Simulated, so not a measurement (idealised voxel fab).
Module name: voxel spacer lines (process module)
160 nm wide, 5 nm square cells: that's cross-section cut.
Think of the cross-section as a grid of square cells. We describe it in bands, top to bottom, and each band covers one or more rows of those cells.
The band entry comprises the height of the band's top followed by the height of its bottom, expressed in nm, and subsequently the band's materials from left to right, each stated together with its width in nm. Where a single material is marked with the word "throughout", that material fills the band from edge to edge. The word "air" represents empty space.
Beneath 0, the wafer as received is one material, and that level is where height counting begins. The lowest band goes on downward without a bottom; it is written like "0 down".
When a width is written as two numbers, as in "30 to 40", the first number is the width in the top row of cells of the band and the second is the width in its bottom row, and the width changes by the same amount from each row to the next.
Take "no modifications" at face value: in the step it is given for, the cross-section changed in none of its cells.
What "Unvented voids" gives you is every empty space of 8 cells or more that is cut off from the top. Each appears as width x height at distance, with the distance taken from the left edge and width, height and distance all in nm.
If you see something after the settings on a step's line, that's the simulator's own remark about that step.
What "overlay nm" on a step's line means: if the step has a mask, that mask lay this far to the right of its planned place, or, when the value is negative, to the left.

Below is the list of planned process steps
- 1: RECEIVE [material Si]
- 2: CONFORMAL_DEP [material Al2O3] [thk nm 5]
- 3: DIRECTIONAL_DEP [material polySi] [thk nm 20]
- 4: DIRECTIONAL_DEP [material aC] [thk nm 20]
- 5: PATTERN [tone cover] [mask id MANDREL] [material resist] [width nm 25] [pitch nm 80] [thk nm 30] [overlay nm 0]
- 6: DIRECTIONAL_ETCH [etch materials aC] [depth nm 20]
- 7: STRIP [etch materials resist]
- 8: CONFORMAL_DEP [material SiN] [thk nm 15]
- 9: DIRECTIONAL_ETCH [etch materials SiN] [depth nm 15]
- 10: STRIP [etch materials aC]
- 11: DIRECTIONAL_ETCH [etch materials polySi] [depth nm 20]
- 12: STRIP [etch materials SiN]

Delivered wafer in cross-section: state after step 1
> 0 down = Si throughout
> Unvented voids: none

Look at the cross-section after the module: the wafer started out the way shown above and the plan was the one shown above, yet one mistake was made along the way
> 45 to 25 = Al2O3 throughout
> 25 to 5 = polySi throughout
> 5 to 0 = Al2O3 throughout
> 0 down = Si throughout
> Unvented voids: none
Here's what went sideways: step 4 was processed under conditions differing from the plan, specifically as DIRECTIONAL_DEP [material Al2O3] [thk nm 20]
